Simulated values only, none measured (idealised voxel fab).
This is a process module. Its name is voxel ribs on slabs.
In the cross-section labelled cut, the width is 290 nm and each square cell is 5 nm.
Square cells in a grid make up a cross-section in this document, and the grid is given as bands, listed from the top down, each one or more rows of cells. The entry gives the band's vertical extent as a top height and a bottom height in nm, then its horizontal make-up as materials from left to right, each with a width in nm. "empty" stands for empty space; a single material marked "all across" fills the band edge to edge. Heights are expressed relative to 0, this being the level below which the as-received wafer comprises one material exclusively. The lowest band is unbounded in the downward direction and is denoted as in "top 0, no bottom". With a width like "30..40", each row of cells in the band differs from the next by the same amount, the top row carrying the first number and the bottom row the second. Where a step carries "nothing changed", the cross-section came out of it unchanged, cell for cell. You'll see "closed voids" listing empty spaces that have no way open to the top, as long as they're 8 cells or more; the notation is width x height at distance, where the distance is from the left edge, and all of it is in nm. Step line, after settings: the simulator's comment on this step. The "overlay nm" setting may appear on a step's line; for a step that uses a mask, it gives how far to the right of its planned position the mask lay, and a negative value indicates the left.
### The following list gives the planned process steps
- 1: RECEIVE | material Si
- 2: DIRECTIONAL_DEP | material SiO2 | thk nm 20
- 3: DIRECTIONAL_DEP | material polySi | thk nm 15
- 4: MASKED_ETCH | tone cover | mask id RIB | width nm 25 | etch materials polySi | depth nm 5 | overlay nm 0
- 5: DIRECTIONAL_DEP | material aC | thk nm 10
- 6: PATTERN | tone cover | mask id SLAB | material resist | width nm 75 | thk nm 25 | overlay nm 0
- 7: DIRECTIONAL_ETCH | etch materials aC | depth nm 10
- 8: STRIP | etch materials resist
- 9: DIRECTIONAL_ETCH | etch materials polySi | depth nm 10
- 10: STRIP | etch materials aC
- 11: FILL_DEP | material SiO2 | thk nm 20
- 12: CMP | height nm 45
- 13: DIRECTIONAL_DEP | material TiN | thk nm 5
- 14: DIRECTIONAL_DEP | material aC | thk nm 15
- 15: PATTERN | tone cover | mask id HEATER | material resist | width nm 35 | thk nm 35 | overlay nm 0
- 16: DIRECTIONAL_ETCH | etch materials aC | depth nm 15
- 17: STRIP | etch materials resist
- 18: DIRECTIONAL_ETCH | etch materials TiN | depth nm 5
- 19: STRIP | etch materials aC
- 20: CONFORMAL_DEP | material SiO2 | thk nm 5
### Received-state cross-section, reflecting completion of step 1
* top 0, no bottom: Si all across
* closed voids: none
### Wafer at module end, in section. Began as above, planned as above, run with one mistake
* top 50, bottom 45: 125 nm empty, 35 nm TiN, 130 nm empty
* top 45, bottom 35: SiO2 all across
* top 35, bottom 30: 130 nm SiO2, 25 nm polySi, 135 nm SiO2
* top 30, bottom 20: 105 nm SiO2, 75 nm polySi, 110 nm SiO2
* top 20, bottom 0: SiO2 all across
* top 0, no bottom: Si all across
* closed voids: none
what went wrong: it should be noted that step 20 of the plan was omitted and was not performed
